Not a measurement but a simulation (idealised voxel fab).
process module | voxel trench capacitor
cross-section cut | 275 nm wide | cells 5 nm
A cross-section is a grid of square cells, given in bands from the top down. A band is one or more rows of cells.
Each band's line starts with the height of the band's top and of its bottom, in nm. Then come its materials from left to right, each with its width in nm. One material with "throughout" fills the band from edge to edge. "air" is empty space.
Height 0 is the level under which the wafer as received is all one material. The lowest band goes on downwards, as in "0 down".
A width such as "30 to 40" changes by the same amount from each row of cells to the next, from the band's top row to its bottom row.
"no change" after a step means that no cell of the cross-section changed.
closed voids: empty space of 8 cells or more with no open way to the top, each as width x height at its distance from the left edge, in nm
after a step's settings: what the simulator itself notes on the step
overlay nm, on a step with a mask: how far to the right of its planned place the mask lay; to the left if negative
plan
1 op RECEIVE | material Si
2 op CONFORMAL_DEP | material SiN | thk nm 10
3 op PATTERN | tone open | mask id TRENCH | material resist | width nm 15 | pitch nm 50 | thk nm 15 | overlay nm 0
4 op DIRECTIONAL_ETCH | etch materials SiN | depth nm 10
5 op DIRECTIONAL_ETCH | etch materials Si | depth nm 30
6 op STRIP | etch materials resist
7 op CONFORMAL_DEP | material Al2O3 | thk nm 5
8 op FILL_DEP | material polySi | thk nm 10
9 op CMP | height nm 10
varied across the wafers: width nm of step 3. The plan shows the first wafer's value. All wafers start alike
first wafer as received, after step 1
  0 down: Si throughout
  closed voids: none
each wafer at the end: cells of each material gained (+) or lost (-) since it was received, then its closed voids
width nm 15 | +34 Al2O3 | -36 Si | +98 SiN | +14 polySi | closed voids: none
width nm 20 | +36 Al2O3 | -48 Si | +94 SiN | +28 polySi | closed voids: none
width nm 25 | +38 Al2O3 | -60 Si | +90 SiN | +42 polySi | closed voids: none
width nm 30 | +40 Al2O3 | -72 Si | +86 SiN | +56 polySi | closed voids: none
width nm 35 | +42 Al2O3 | -84 Si | +82 SiN | +70 polySi | closed voids: none
